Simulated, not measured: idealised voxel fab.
process module | voxel self aligned contacts
cross-section cut | 235 nm wide | cells 5 nm
A cross-section is a grid of square cells, given in bands from the top down. A band is one or more rows of cells.
Each band's line starts with the height of the band's top and of its bottom, in nm. Then come its materials from left to right, each with its width in nm. One material with "throughout" fills the band from edge to edge. "air" is empty space.
Height 0 is the level under which the wafer as received is all one material. The lowest band goes on downwards, as in "0 down".
A width such as "30 to 40" changes by the same amount from each row of cells to the next, from the band's top row to its bottom row.
"no change" after a step means that no cell of the cross-section changed.
closed voids: empty space of 8 cells or more with no open way to the top, each as width x height at its distance from the left edge, in nm
after a step's settings: what the simulator itself notes on the step
overlay nm, on a step with a mask: how far to the right of its planned place the mask lay; to the left if negative
plan
1 op RECEIVE | material Si
2 op OXIDIZE | depth nm 5
3 op DIRECTIONAL_DEP | material polySi | thk nm 25
4 op DIRECTIONAL_DEP | material SiN | thk nm 15
5 op PATTERN | tone cover | mask id GATE | material resist | width nm 25 | pitch nm 60 | thk nm 15 | overlay nm 0
6 op DIRECTIONAL_ETCH | etch materials SiN | depth nm 15
7 op DIRECTIONAL_ETCH | etch materials polySi | depth nm 25
8 op STRIP | etch materials resist
9 op CONFORMAL_DEP | material SiN | thk nm 5
10 op DIRECTIONAL_ETCH | etch materials SiN | depth nm 5
11 op FILL_DEP | material SiO2 | thk nm 15
12 op CMP | height nm 45
13 op PATTERN | tone open | mask id CONTACT | material resist | width nm 45 | pitch nm 60 | thk nm 15 | overlay nm 0
14 op DIRECTIONAL_ETCH | etch materials SiO2 | depth nm 50
15 op STRIP | etch materials resist
16 op CONFORMAL_DEP | material TiN | thk nm 5
17 op FILL_DEP | material W | thk nm 5
18 op CMP | height nm 45
19 op CONFORMAL_DEP | material SiN | thk nm 5
first wafer, as planned
as received, after step 1
  0 down: Si throughout
  closed voids: none
after step 2
  0 to -5: SiO2 throughout
  below -5: unchanged
after step 3
  25 to 0: polySi throughout
  below 0: unchanged
after step 4
  40 to 25: SiN throughout
  below 25: unchanged
after step 5
  55 to 40: air 45 | resist 25 | air 35 | resist 25 | air 35 | resist 25 | air 45
  below 40: unchanged
after step 6
  55 to 40: air 45 | resist 25 | air 35 | resist 25 | air 35 | resist 25 | air 45
  40 to 25: air 45 | SiN 25 | air 35 | SiN 25 | air 35 | SiN 25 | air 45
  below 25: unchanged
after step 7
  55 to 40: air 45 | resist 25 | air 35 | resist 25 | air 35 | resist 25 | air 45
  40 to 25: air 45 | SiN 25 | air 35 | SiN 25 | air 35 | SiN 25 | air 45
  25 to 0: air 45 | polySi 25 | air 35 | polySi 25 | air 35 | polySi 25 | air 45
  below 0: unchanged
after step 8
  40 to 25: air 45 | SiN 25 | air 35 | SiN 25 | air 35 | SiN 25 | air 45
  below 25: unchanged
after step 9
  45 to 25: air 40 | SiN 35 | air 25 | SiN 35 | air 25 | SiN 35 | air 40
  25 to 5: air 40 | SiN 5 | polySi 25 | SiN 5 | air 25 | SiN 5 | polySi 25 | SiN 5 | air 25 | SiN 5 | polySi 25 | SiN 5 | air 40
  5 to 0: SiN 45 | polySi 25 | SiN 35 | polySi 25 | SiN 35 | polySi 25 | SiN 45
  below 0: unchanged
after step 10
  40 to 25: air 40 | SiN 35 | air 25 | SiN 35 | air 25 | SiN 35 | air 40
  25 to 0: air 40 | SiN 5 | polySi 25 | SiN 5 | air 25 | SiN 5 | polySi 25 | SiN 5 | air 25 | SiN 5 | polySi 25 | SiN 5 | air 40
  below 0: unchanged
after step 11
  55 to 40: SiO2 throughout
  40 to 25: SiO2 40 | SiN 35 | SiO2 25 | SiN 35 | SiO2 25 | SiN 35 | SiO2 40
  25 to 0: SiO2 40 | SiN 5 | polySi 25 | SiN 5 | SiO2 25 | SiN 5 | polySi 25 | SiN 5 | SiO2 25 | SiN 5 | polySi 25 | SiN 5 | SiO2 40
  below 0: unchanged
after step 12
  45 to 40: SiO2 throughout
  below 40: unchanged
after step 13
  60 to 45: resist 65 | air 45 | resist 15 | air 45 | resist 65
  below 45: unchanged
after step 14
  60 to 45: resist 65 | air 45 | resist 15 | air 45 | resist 65
  45 to 40: SiO2 65 | air 45 | SiO2 15 | air 45 | SiO2 65
  40 to 25: SiO2 40 | SiN 35 | air 25 | SiN 35 | air 25 | SiN 35 | SiO2 40
  25 to 0: SiO2 40 | SiN 5 | polySi 25 | SiN 5 | air 25 | SiN 5 | polySi 25 | SiN 5 | air 25 | SiN 5 | polySi 25 | SiN 5 | SiO2 40
  0 to -5: SiO2 75 | air 25 | SiO2 35 | air 25 | SiO2 75
  below -5: unchanged
after step 15
  45 to 40: SiO2 65 | air 45 | SiO2 15 | air 45 | SiO2 65
  below 40: unchanged
after step 16
  50 to 45: TiN 70 | air 35 | TiN 25 | air 35 | TiN 70
  45 to 40: SiO2 65 | TiN 15 | air 15 | TiN 15 | SiO2 15 | TiN 15 | air 15 | TiN 15 | SiO2 65
  40 to 25: SiO2 40 | SiN 35 | TiN 5 | air 15 | TiN 5 | SiN 35 | TiN 5 | air 15 | TiN 5 | SiN 35 | SiO2 40
  25 to 0: SiO2 40 | SiN 5 | polySi 25 | SiN 5 | TiN 5 | air 15 | TiN 5 | SiN 5 | polySi 25 | SiN 5 | TiN 5 | air 15 | TiN 5 | SiN 5 | polySi 25 | SiN 5 | SiO2 40
  0 to -5: SiO2 75 | TiN 25 | SiO2 35 | TiN 25 | SiO2 75
  below -5: unchanged
after step 17
  55 to 50: W throughout
  50 to 45: TiN 70 | W 35 | TiN 25 | W 35 | TiN 70
  45 to 40: SiO2 65 | TiN 15 | W 15 | TiN 15 | SiO2 15 | TiN 15 | W 15 | TiN 15 | SiO2 65
  40 to 25: SiO2 40 | SiN 35 | TiN 5 | W 15 | TiN 5 | SiN 35 | TiN 5 | W 15 | TiN 5 | SiN 35 | SiO2 40
  25 to 0: SiO2 40 | SiN 5 | polySi 25 | SiN 5 | TiN 5 | W 15 | TiN 5 | SiN 5 | polySi 25 | SiN 5 | TiN 5 | W 15 | TiN 5 | SiN 5 | polySi 25 | SiN 5 | SiO2 40
  below 0: unchanged
after step 18
  45 to 40: SiO2 65 | TiN 15 | W 15 | TiN 15 | SiO2 15 | TiN 15 | W 15 | TiN 15 | SiO2 65
  below 40: unchanged
after step 19
  50 to 45: SiN throughout
  below 45: unchanged
second wafer: like start, like plan, one mistake. Through step 5 it matches the first wafer
when step 6 should have ended
  55 to 40: air 45 | resist 25 | air 35 | resist 25 | air 35 | resist 25 | air 45
  40 to 30: air 45 | SiN 25 | air 35 | SiN 25 | air 35 | SiN 25 | air 45
  below 30: unchanged
when step 7 should have ended: no change
when step 8 should have ended
  40 to 30: air 45 | SiN 25 | air 35 | SiN 25 | air 35 | SiN 25 | air 45
  below 30: unchanged
when step 9 should have ended
  45 to 35: air 40 | SiN 35 | air 25 | SiN 35 | air 25 | SiN 35 | air 40
  35 to 25: SiN throughout
  below 25: unchanged
when step 10 should have ended
  40 to 30: air 40 | SiN 35 | air 25 | SiN 35 | air 25 | SiN 35 | air 40
  below 30: unchanged
when step 11 should have ended
  55 to 40: SiO2 throughout
  40 to 30: SiO2 40 | SiN 35 | SiO2 25 | SiN 35 | SiO2 25 | SiN 35 | SiO2 40
  below 30: unchanged
when step 12 should have ended
  45 to 40: SiO2 throughout
  below 40: unchanged
when step 13 should have ended
  60 to 45: resist 65 | air 45 | resist 15 | air 45 | resist 65
  below 45: unchanged
when step 14 should have ended
  60 to 45: resist 65 | air 45 | resist 15 | air 45 | resist 65
  45 to 40: SiO2 65 | air 45 | SiO2 15 | air 45 | SiO2 65
  40 to 30: SiO2 40 | SiN 35 | air 25 | SiN 35 | air 25 | SiN 35 | SiO2 40
  below 30: unchanged
when step 15 should have ended
  45 to 40: SiO2 65 | air 45 | SiO2 15 | air 45 | SiO2 65
  below 40: unchanged
when step 16 should have ended
  50 to 45: TiN 70 | air 35 | TiN 25 | air 35 | TiN 70
  45 to 40: SiO2 65 | TiN 15 | air 15 | TiN 15 | SiO2 15 | TiN 15 | air 15 | TiN 15 | SiO2 65
  40 to 35: SiO2 40 | SiN 35 | TiN 5 | air 15 | TiN 5 | SiN 35 | TiN 5 | air 15 | TiN 5 | SiN 35 | SiO2 40
  35 to 30: SiO2 40 | SiN 35 | TiN 25 | SiN 35 | TiN 25 | SiN 35 | SiO2 40
  below 30: unchanged
when step 17 should have ended
  55 to 50: W throughout
  50 to 45: TiN 70 | W 35 | TiN 25 | W 35 | TiN 70
  45 to 40: SiO2 65 | TiN 15 | W 15 | TiN 15 | SiO2 15 | TiN 15 | W 15 | TiN 15 | SiO2 65
  40 to 35: SiO2 40 | SiN 35 | TiN 5 | W 15 | TiN 5 | SiN 35 | TiN 5 | W 15 | TiN 5 | SiN 35 | SiO2 40
  below 35: unchanged
when step 18 should have ended
  45 to 40: SiO2 65 | TiN 15 | W 15 | TiN 15 | SiO2 15 | TiN 15 | W 15 | TiN 15 | SiO2 65
  below 40: unchanged
when step 19 should have ended
  50 to 45: SiN throughout
  below 45: unchanged
what went wrong: step 6 ran as: op DIRECTIONAL_ETCH | etch materials SiN | depth nm 10
at the end the second wafer has, in cells: 4 fewer of SiN | 86 fewer of SiO2 | 28 fewer of TiN | 42 fewer of W | 160 more of polySi
